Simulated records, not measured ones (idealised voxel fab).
process module | voxel self aligned contacts
cross-section cut | 205 nm wide | cells 5 nm
A cross-section is a grid of square cells, given in bands from the top down. A band is one or more rows of cells.
Each band's line starts with the height of the band's top and of its bottom, in nm. Then come its materials from left to right, each with its width in nm. One material with "throughout" fills the band from edge to edge. "air" is empty space.
Height 0 is the level under which the wafer as received is all one material. The lowest band goes on downwards, as in "0 down".
A width such as "30 to 40" changes by the same amount from each row of cells to the next, from the band's top row to its bottom row.
"no change" after a step means that no cell of the cross-section changed.
closed voids: empty space of 8 cells or more with no open way to the top, each as width x height at its distance from the left edge, in nm
after a step's settings: what the simulator itself notes on the step
overlay nm, on a step with a mask: how far to the right of its planned place the mask lay; to the left if negative
plan
1 op RECEIVE | material Si
2 op OXIDIZE | depth nm 5
3 op DIRECTIONAL_DEP | material polySi | thk nm 20
4 op DIRECTIONAL_DEP | material SiN | thk nm 15
5 op DIRECTIONAL_DEP | material aC | thk nm 10
6 op PATTERN | tone cover | mask id GATE | material resist | width nm 30 | pitch nm 55 | thk nm 25 | overlay nm 0
7 op DIRECTIONAL_ETCH | etch materials aC | depth nm 10
8 op STRIP | etch materials resist
9 op DIRECTIONAL_ETCH | etch materials SiN | depth nm 15
10 op DIRECTIONAL_ETCH | etch materials polySi | depth nm 20
11 op STRIP | etch materials aC
12 op CONFORMAL_DEP | material SiN | thk nm 5
13 op DIRECTIONAL_ETCH | etch materials SiN | depth nm 5
14 op FILL_DEP | material SiO2 | thk nm 15
15 op CMP | height nm 40
16 op DIRECTIONAL_DEP | material aC | thk nm 10
17 op PATTERN | tone open | mask id CONTACT | material resist | width nm 35 | pitch nm 55 | thk nm 30 | overlay nm 0
18 op DIRECTIONAL_ETCH | etch materials aC | depth nm 10
19 op STRIP | etch materials resist
20 op DIRECTIONAL_ETCH | etch materials SiO2 | depth nm 45
21 op STRIP | etch materials aC
22 op CONFORMAL_DEP | material TiN | thk nm 5
23 op FILL_DEP | material Ru | thk nm 10
24 op CMP | height nm 40
25 op CONFORMAL_DEP | material SiN | thk nm 5
first wafer, as planned
as received, after step 1
  0 down: Si throughout
  closed voids: none
after step 2
  0 to -5: SiO2 throughout
  below -5: unchanged
after step 3
  20 to 0: polySi throughout
  below 0: unchanged
after step 4
  35 to 20: SiN throughout
  below 20: unchanged
after step 5
  45 to 35: aC throughout
  below 35: unchanged
after step 6
  70 to 45: air 30 | resist 30 | air 25 | resist 30 | air 25 | resist 30 | air 35
  below 45: unchanged
after step 7
  60 to 45: air 30 | resist 30 | air 25 | resist 30 | air 25 | resist 30 | air 35
  45 to 35: air 30 | aC 30 | air 25 | aC 30 | air 25 | aC 30 | air 35
  below 35: unchanged
after step 8
  45 to 35: air 30 | aC 30 | air 25 | aC 30 | air 25 | aC 30 | air 35
  below 35: unchanged
after step 9
  45 to 35: air 30 | aC 30 | air 25 | aC 30 | air 25 | aC 30 | air 35
  35 to 20: air 30 | SiN 30 | air 25 | SiN 30 | air 25 | SiN 30 | air 35
  below 20: unchanged
after step 10
  45 to 35: air 30 | aC 30 | air 25 | aC 30 | air 25 | aC 30 | air 35
  35 to 20: air 30 | SiN 30 | air 25 | SiN 30 | air 25 | SiN 30 | air 35
  20 to 0: air 30 | polySi 30 | air 25 | polySi 30 | air 25 | polySi 30 | air 35
  below 0: unchanged
after step 11
  35 to 20: air 30 | SiN 30 | air 25 | SiN 30 | air 25 | SiN 30 | air 35
  below 20: unchanged
after step 12
  40 to 20: air 25 | SiN 40 | air 15 | SiN 40 | air 15 | SiN 40 | air 30
  20 to 5: air 25 | SiN 5 | polySi 30 | SiN 5 | air 15 | SiN 5 | polySi 30 | SiN 5 | air 15 | SiN 5 | polySi 30 | SiN 5 | air 30
  5 to 0: SiN 30 | polySi 30 | SiN 25 | polySi 30 | SiN 25 | polySi 30 | SiN 35
  below 0: unchanged
after step 13
  35 to 20: air 25 | SiN 40 | air 15 | SiN 40 | air 15 | SiN 40 | air 30
  20 to 0: air 25 | SiN 5 | polySi 30 | SiN 5 | air 15 | SiN 5 | polySi 30 | SiN 5 | air 15 | SiN 5 | polySi 30 | SiN 5 | air 30
  below 0: unchanged
after step 14
  50 to 35: SiO2 throughout
  35 to 20: SiO2 25 | SiN 40 | SiO2 15 | SiN 40 | SiO2 15 | SiN 40 | SiO2 30
  20 to 0: SiO2 25 | SiN 5 | polySi 30 | SiN 5 | SiO2 15 | SiN 5 | polySi 30 | SiN 5 | SiO2 15 | SiN 5 | polySi 30 | SiN 5 | SiO2 30
  below 0: unchanged
after step 15
  40 to 35: SiO2 throughout
  below 35: unchanged
after step 16
  50 to 40: aC throughout
  below 40: unchanged
after step 17
  80 to 50: resist 55 | air 35 | resist 20 | air 35 | resist 60
  below 50: unchanged
after step 18
  70 to 50: resist 55 | air 35 | resist 20 | air 35 | resist 60
  50 to 40: aC 55 | air 35 | aC 20 | air 35 | aC 60
  below 40: unchanged
after step 19
  50 to 40: aC 55 | air 35 | aC 20 | air 35 | aC 60
  below 40: unchanged
after step 20
  50 to 40: aC 55 | air 35 | aC 20 | air 35 | aC 60
  40 to 35: SiO2 55 | air 35 | SiO2 20 | air 35 | SiO2 60
  35 to 20: SiO2 25 | SiN 40 | air 15 | SiN 40 | air 15 | SiN 40 | SiO2 30
  20 to 0: SiO2 25 | SiN 5 | polySi 30 | SiN 5 | air 15 | SiN 5 | polySi 30 | SiN 5 | air 15 | SiN 5 | polySi 30 | SiN 5 | SiO2 30
  0 to -5: SiO2 65 | air 15 | SiO2 40 | air 15 | SiO2 70
  below -5: unchanged
after step 21
  40 to 35: SiO2 55 | air 35 | SiO2 20 | air 35 | SiO2 60
  below 35: unchanged
after step 22
  45 to 40: TiN 60 | air 25 | TiN 30 | air 25 | TiN 65
  40 to 35: SiO2 55 | TiN 15 | air 5 | TiN 15 | SiO2 20 | TiN 15 | air 5 | TiN 15 | SiO2 60
  35 to 20: SiO2 25 | SiN 40 | TiN 5 | air 5 | TiN 5 | SiN 40 | TiN 5 | air 5 | TiN 5 | SiN 40 | SiO2 30
  20 to 0: SiO2 25 | SiN 5 | polySi 30 | SiN 5 | TiN 5 | air 5 | TiN 5 | SiN 5 | polySi 30 | SiN 5 | TiN 5 | air 5 | TiN 5 | SiN 5 | polySi 30 | SiN 5 | SiO2 30
  0 to -5: SiO2 65 | TiN 15 | SiO2 40 | TiN 15 | SiO2 70
  below -5: unchanged
after step 23
  55 to 45: Ru throughout
  45 to 40: TiN 60 | Ru 25 | TiN 30 | Ru 25 | TiN 65
  40 to 35: SiO2 55 | TiN 15 | Ru 5 | TiN 15 | SiO2 20 | TiN 15 | Ru 5 | TiN 15 | SiO2 60
  35 to 20: SiO2 25 | SiN 40 | TiN 5 | Ru 5 | TiN 5 | SiN 40 | TiN 5 | Ru 5 | TiN 5 | SiN 40 | SiO2 30
  20 to 0: SiO2 25 | SiN 5 | polySi 30 | SiN 5 | TiN 5 | Ru 5 | TiN 5 | SiN 5 | polySi 30 | SiN 5 | TiN 5 | Ru 5 | TiN 5 | SiN 5 | polySi 30 | SiN 5 | SiO2 30
  below 0: unchanged
after step 24
  40 to 35: SiO2 55 | TiN 15 | Ru 5 | TiN 15 | SiO2 20 | TiN 15 | Ru 5 | TiN 15 | SiO2 60
  below 35: unchanged
after step 25
  45 to 40: SiN throughout
  below 40: unchanged
second wafer: like start, like plan, one mistake. Through step 23 it matches the first wafer
when step 24 should have ended: no change
when step 25 should have ended
  60 to 55: SiN throughout
  below 55: unchanged
what went wrong: step 24 was left out
at the end the second wafer has, in cells: 92 more of Ru | 31 more of TiN
